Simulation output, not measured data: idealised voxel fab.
process module | voxel trench capacitor
cross-section cut | 145 nm wide | cells 5 nm
A cross-section is a grid of square cells, given in bands from the top down. A band is one or more rows of cells.
Each band's line starts with the height of the band's top and of its bottom, in nm. Then come its materials from left to right, each with its width in nm. One material with "throughout" fills the band from edge to edge. "air" is empty space.
Height 0 is the level under which the wafer as received is all one material. The lowest band goes on downwards, as in "0 down".
A width such as "30 to 40" changes by the same amount from each row of cells to the next, from the band's top row to its bottom row.
"no change" after a step means that no cell of the cross-section changed.
closed voids: empty space of 8 cells or more with no open way to the top, each as width x height at its distance from the left edge, in nm
after a step's settings: what the simulator itself notes on the step
overlay nm, on a step with a mask: how far to the right of its planned place the mask lay; to the left if negative
plan
1 op RECEIVE | material Si
2 op CONFORMAL_DEP | material SiN | thk nm 5
3 op DIRECTIONAL_DEP | material aC | thk nm 15
4 op PATTERN | tone open | mask id TRENCH | material resist | width nm 15 | pitch nm 45 | thk nm 35 | overlay nm 0
5 op DIRECTIONAL_ETCH | etch materials aC | depth nm 15
6 op STRIP | etch materials resist
7 op DIRECTIONAL_ETCH | etch materials SiN | depth nm 5
8 op DIRECTIONAL_ETCH | etch materials Si | depth nm 40
9 op STRIP | etch materials aC
10 op CONFORMAL_DEP | material Al2O3 | thk nm 5
11 op FILL_DEP | material polySi | thk nm 10
12 op CMP | height nm 5
as received, after step 1
  0 down: Si throughout
  closed voids: none
a wafer at the end: this start, this plan, one mistake
  5 to 0: SiN 45 | Al2O3 5 | polySi 5 | Al2O3 5 | SiN 30 | Al2O3 5 | polySi 5 | Al2O3 5 | SiN 40
  0 to -35: Si 45 | Al2O3 5 | polySi 5 | Al2O3 5 | Si 30 | Al2O3 5 | polySi 5 | Al2O3 5 | Si 40
  -35 to -40: Si 45 | Al2O3 15 | Si 30 | Al2O3 15 | Si 40
  -40 down: Si throughout
  closed voids: none
what went wrong: step 4 ran as: op PATTERN | tone open | mask id TRENCH | material resist | width nm 15 | pitch nm 45 | thk nm 35 | overlay nm 5
